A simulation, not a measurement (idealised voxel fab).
process module | voxel wiring stack
cross-section cut | 290 nm wide | cells 5 nm
A cross-section is a grid of square cells, given in bands from the top down. A band is one or more rows of cells.
Each band's line starts with the height of the band's top and of its bottom, in nm. Then come its materials from left to right, each with its width in nm. One material with "throughout" fills the band from edge to edge. "air" is empty space.
Height 0 is the level under which the wafer as received is all one material. The lowest band goes on downwards, as in "0 down".
A width such as "30 to 40" changes by the same amount from each row of cells to the next, from the band's top row to its bottom row.
"no change" after a step means that no cell of the cross-section changed.
closed voids: empty space of 8 cells or more with no open way to the top, each as width x height at its distance from the left edge, in nm
after a step's settings: what the simulator itself notes on the step
overlay nm, on a step with a mask: how far to the right of its planned place the mask lay; to the left if negative
plan
1 op RECEIVE | material Si
2 op CONFORMAL_DEP | material SiO2 | thk nm 15
3 op CONFORMAL_DEP | material SiCN | thk nm 5
4 op DIRECTIONAL_DEP | material SiO2 | thk nm 20
5 op PATTERN | tone open | mask id METAL_1 | material resist | width nm 30 | pitch nm 50 | thk nm 15 | overlay nm 0
6 op DIRECTIONAL_ETCH | etch materials SiO2 | depth nm 20
7 op DIRECTIONAL_ETCH | etch materials SiCN | depth nm 5
8 op STRIP | etch materials resist
9 op CONFORMAL_DEP | material TiN | thk nm 5
10 op FILL_DEP | material Cu | thk nm 5
11 op CMP | height nm 40
12 op EPI | material Ru | thk nm 5
13 op FILL_DEP | material SiCN | thk nm 5
14 op DIRECTIONAL_DEP | material lowk | thk nm 20
15 op DIRECTIONAL_DEP | material aC | thk nm 15
16 op PATTERN | tone open | mask id PLUG_1 | material resist | width nm 15 | pitch nm 50 | thk nm 35 | overlay nm 0
17 op DIRECTIONAL_ETCH | etch materials aC | depth nm 15
18 op STRIP | etch materials resist
19 op DIRECTIONAL_ETCH | etch materials lowk | depth nm 20
20 op DIRECTIONAL_ETCH | etch materials SiCN | depth nm 5
21 op STRIP | etch materials aC
22 op CONFORMAL_DEP | material TiN | thk nm 5
23 op FILL_DEP | material Ru | thk nm 5
24 op CMP | height nm 70
25 op CONFORMAL_DEP | material SiN | thk nm 5
26 op DIRECTIONAL_DEP | material lowk | thk nm 15
27 op MASKED_ETCH | tone open | mask id METAL_2 | width nm 30 | pitch nm 50 | etch materials lowk | depth nm 15 | overlay nm 0
28 op MASKED_ETCH | tone open | mask id METAL_2 | width nm 30 | pitch nm 50 | etch materials SiN | depth nm 5 | overlay nm 0
29 op CONFORMAL_DEP | material TiN | thk nm 5
30 op FILL_DEP | material Cu | thk nm 10
31 op CMP | height nm 90
32 op CONFORMAL_DEP | material SiCN | thk nm 5
first wafer, as planned
as received, after step 1
  0 down: Si throughout
  closed voids: none
after step 2
  15 to 0: SiO2 throughout
  below 0: unchanged
after step 3
  20 to 15: SiCN throughout
  below 15: unchanged
after step 4
  40 to 20: SiO2 throughout
  below 20: unchanged
after step 5
  55 to 40: resist 55 | air 30 | resist 20 | air 30 | resist 20 | air 30 | resist 20 | air 30 | resist 55
  below 40: unchanged
after step 6
  55 to 40: resist 55 | air 30 | resist 20 | air 30 | resist 20 | air 30 | resist 20 | air 30 | resist 55
  40 to 20: SiO2 55 | air 30 | SiO2 20 | air 30 | SiO2 20 | air 30 | SiO2 20 | air 30 | SiO2 55
  below 20: unchanged
after step 7
  55 to 40: resist 55 | air 30 | resist 20 | air 30 | resist 20 | air 30 | resist 20 | air 30 | resist 55
  40 to 20: SiO2 55 | air 30 | SiO2 20 | air 30 | SiO2 20 | air 30 | SiO2 20 | air 30 | SiO2 55
  20 to 15: SiCN 55 | air 30 | SiCN 20 | air 30 | SiCN 20 | air 30 | SiCN 20 | air 30 | SiCN 55
  below 15: unchanged
after step 8
  40 to 20: SiO2 55 | air 30 | SiO2 20 | air 30 | SiO2 20 | air 30 | SiO2 20 | air 30 | SiO2 55
  below 20: unchanged
after step 9
  45 to 40: TiN 60 | air 20 | TiN 30 | air 20 | TiN 30 | air 20 | TiN 30 | air 20 | TiN 60
  40 to 20: SiO2 55 | TiN 5 | air 20 | TiN 5 | SiO2 20 | TiN 5 | air 20 | TiN 5 | SiO2 20 | TiN 5 | air 20 | TiN 5 | SiO2 20 | TiN 5 | air 20 | TiN 5 | SiO2 55
  20 to 15: SiCN 55 | TiN 30 | SiCN 20 | TiN 30 | SiCN 20 | TiN 30 | SiCN 20 | TiN 30 | SiCN 55
  below 15: unchanged
after step 10
  50 to 45: Cu throughout
  45 to 40: TiN 60 | Cu 20 | TiN 30 | Cu 20 | TiN 30 | Cu 20 | TiN 30 | Cu 20 | TiN 60
  40 to 20: SiO2 55 | TiN 5 | Cu 20 | TiN 5 | SiO2 20 | TiN 5 | Cu 20 | TiN 5 | SiO2 20 | TiN 5 | Cu 20 | TiN 5 | SiO2 20 | TiN 5 | Cu 20 | TiN 5 | SiO2 55
  below 20: unchanged
after step 11
  40 to 20: SiO2 55 | TiN 5 | Cu 20 | TiN 5 | SiO2 20 | TiN 5 | Cu 20 | TiN 5 | SiO2 20 | TiN 5 | Cu 20 | TiN 5 | SiO2 20 | TiN 5 | Cu 20 | TiN 5 | SiO2 55
  below 20: unchanged
after step 12
  45 to 40: air 50 | Ru 40 | air 10 | Ru 40 | air 10 | Ru 40 | air 10 | Ru 40 | air 50
  below 40: unchanged
after step 13
  50 to 45: SiCN throughout
  45 to 40: SiCN 50 | Ru 40 | SiCN 10 | Ru 40 | SiCN 10 | Ru 40 | SiCN 10 | Ru 40 | SiCN 50
  below 40: unchanged
after step 14
  70 to 50: lowk throughout
  below 50: unchanged
after step 15
  85 to 70: aC throughout
  below 70: unchanged
after step 16
  120 to 85: resist 55 | air 15 | resist 35 | air 15 | resist 35 | air 15 | resist 35 | air 15 | resist 70
  below 85: unchanged
after step 17
  105 to 85: resist 55 | air 15 | resist 35 | air 15 | resist 35 | air 15 | resist 35 | air 15 | resist 70
  85 to 70: aC 55 | air 15 | aC 35 | air 15 | aC 35 | air 15 | aC 35 | air 15 | aC 70
  below 70: unchanged
after step 18
  85 to 70: aC 55 | air 15 | aC 35 | air 15 | aC 35 | air 15 | aC 35 | air 15 | aC 70
  below 70: unchanged
after step 19
  85 to 70: aC 55 | air 15 | aC 35 | air 15 | aC 35 | air 15 | aC 35 | air 15 | aC 70
  70 to 50: lowk 55 | air 15 | lowk 35 | air 15 | lowk 35 | air 15 | lowk 35 | air 15 | lowk 70
  below 50: unchanged
after step 20
  85 to 70: aC 55 | air 15 | aC 35 | air 15 | aC 35 | air 15 | aC 35 | air 15 | aC 70
  70 to 50: lowk 55 | air 15 | lowk 35 | air 15 | lowk 35 | air 15 | lowk 35 | air 15 | lowk 70
  50 to 45: SiCN 55 | air 15 | SiCN 35 | air 15 | SiCN 35 | air 15 | SiCN 35 | air 15 | SiCN 70
  below 45: unchanged
after step 21
  70 to 50: lowk 55 | air 15 | lowk 35 | air 15 | lowk 35 | air 15 | lowk 35 | air 15 | lowk 70
  below 50: unchanged
after step 22
  75 to 70: TiN 60 | air 5 | TiN 45 | air 5 | TiN 45 | air 5 | TiN 45 | air 5 | TiN 75
  70 to 50: lowk 55 | TiN 5 | air 5 | TiN 5 | lowk 35 | TiN 5 | air 5 | TiN 5 | lowk 35 | TiN 5 | air 5 | TiN 5 | lowk 35 | TiN 5 | air 5 | TiN 5 | lowk 70
  50 to 45: SiCN 55 | TiN 15 | SiCN 35 | TiN 15 | SiCN 35 | TiN 15 | SiCN 35 | TiN 15 | SiCN 70
  below 45: unchanged
after step 23
  80 to 75: Ru throughout
  75 to 70: TiN 60 | Ru 5 | TiN 45 | Ru 5 | TiN 45 | Ru 5 | TiN 45 | Ru 5 | TiN 75
  70 to 50: lowk 55 | TiN 5 | Ru 5 | TiN 5 | lowk 35 | TiN 5 | Ru 5 | TiN 5 | lowk 35 | TiN 5 | Ru 5 | TiN 5 | lowk 35 | TiN 5 | Ru 5 | TiN 5 | lowk 70
  below 50: unchanged
after step 24
  70 to 50: lowk 55 | TiN 5 | Ru 5 | TiN 5 | lowk 35 | TiN 5 | Ru 5 | TiN 5 | lowk 35 | TiN 5 | Ru 5 | TiN 5 | lowk 35 | TiN 5 | Ru 5 | TiN 5 | lowk 70
  below 50: unchanged
after step 25
  75 to 70: SiN throughout
  below 70: unchanged
after step 26
  90 to 75: lowk throughout
  below 75: unchanged
after step 27
  90 to 75: lowk 55 | air 30 | lowk 20 | air 30 | lowk 20 | air 30 | lowk 20 | air 30 | lowk 55
  below 75: unchanged
after step 28
  90 to 75: lowk 55 | air 30 | lowk 20 | air 30 | lowk 20 | air 30 | lowk 20 | air 30 | lowk 55
  75 to 70: SiN 55 | air 30 | SiN 20 | air 30 | SiN 20 | air 30 | SiN 20 | air 30 | SiN 55
  below 70: unchanged
after step 29
  95 to 90: TiN 60 | air 20 | TiN 30 | air 20 | TiN 30 | air 20 | TiN 30 | air 20 | TiN 60
  90 to 75: lowk 55 | TiN 5 | air 20 | TiN 5 | lowk 20 | TiN 5 | air 20 | TiN 5 | lowk 20 | TiN 5 | air 20 | TiN 5 | lowk 20 | TiN 5 | air 20 | TiN 5 | lowk 55
  75 to 70: SiN 55 | TiN 30 | SiN 20 | TiN 30 | SiN 20 | TiN 30 | SiN 20 | TiN 30 | SiN 55
  below 70: unchanged
after step 30
  105 to 95: Cu throughout
  95 to 90: TiN 60 | Cu 20 | TiN 30 | Cu 20 | TiN 30 | Cu 20 | TiN 30 | Cu 20 | TiN 60
  90 to 75: lowk 55 | TiN 5 | Cu 20 | TiN 5 | lowk 20 | TiN 5 | Cu 20 | TiN 5 | lowk 20 | TiN 5 | Cu 20 | TiN 5 | lowk 20 | TiN 5 | Cu 20 | TiN 5 | lowk 55
  below 75: unchanged
after step 31
  90 to 75: lowk 55 | TiN 5 | Cu 20 | TiN 5 | lowk 20 | TiN 5 | Cu 20 | TiN 5 | lowk 20 | TiN 5 | Cu 20 | TiN 5 | lowk 20 | TiN 5 | Cu 20 | TiN 5 | lowk 55
  below 75: unchanged
after step 32
  95 to 90: SiCN throughout
  below 90: unchanged
second wafer: like start, like plan, one mistake. Through step 30 it matches the first wafer
when step 31 should have ended: no change
when step 32 should have ended
  110 to 105: SiCN throughout
  below 105: unchanged
what went wrong: step 31 was left out
at the end the second wafer has, in cells: 132 more of Cu | 42 more of TiN
